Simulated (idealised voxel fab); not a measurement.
The process module that follows is named voxel tone inversion.
Section cut is 255 nm wide and gridded with 5 nm square cells.
Cross-section = grid of square cells, listed top down in bands; band = one or more rows. First you get the band's top height and its bottom height, in nm, and then the materials it's made of, left to right, with each width in nm. If you see a single material with "throughout", that one covers the band edge to edge. "air" is empty space. We count height from 0. Below that, the starting wafer is all one material. The lowest band never ends at the bottom but goes on down; see "0 and below" for how that is written. A width given as "30->40" starts at the first number in the band's top row and ends at the second number in its bottom row, shifting by an equal amount at every step from row to row. It should be understood that the words "nothing was modified", when stated for a given step, signify that the cross-section underwent no change in any of its cells during that step. Empty spaces without an open route to the top, at least 8 cells in extent, make up the entry "Trapped void list"; each is given as width x height at distance, where the distance is measured from the left edge, and all are in nm. That trailing text on a step's line, after the settings, is the simulator's own remark on the step. On any step carrying a mask, the "overlay nm" setting, if present on the step's line, tells how far right of its planned place the mask lay; negative values point to the left.
[Steps planned for the process]
1. RECEIVE | material Si
2. CONFORMAL_DEP | material SiN | thk nm 10
3. DIRECTIONAL_DEP | material polySi | thk nm 25
4. PATTERN | tone cover | mask id POSTS | material resist | width nm 25 | pitch nm 40 | thk nm 30 | overlay nm 0
5. DIRECTIONAL_ETCH | etch materials polySi | depth nm 25
6. STRIP | etch materials resist
7. FILL_DEP | material lowk | thk nm 5
8. CMP | height nm 35
9. STRIP | etch materials polySi
10. CONFORMAL_DEP | material TiN | thk nm 5
11. FILL_DEP | material Cu | thk nm 10
12. CMP | height nm 35
13. CONFORMAL_DEP | material SiCN | thk nm 5
[Cross-section of the incoming wafer, state after step 1]
  0 and below | Si throughout
  Trapped void list: none
[The cross-section shown corresponds to the wafer at the conclusion of the module. The initial structure and the process plan are those presented above; however, one mistake occurred in executing the plan]
  40 down to 35 | SiCN throughout
  35 down to 30 | lowk throughout
  30 down to 10 | lowk (95), then polySi (25), then lowk (15), then polySi (25), then lowk (95)
  10 down to 0 | SiN throughout
  0 and below | Si throughout
  Trapped void list: none
It is concluded that the wafer was processed incorrectly with respect to the plan, in that planned and actual differ for step 3; actual: DIRECTIONAL_DEP | material polySi | thk nm 20
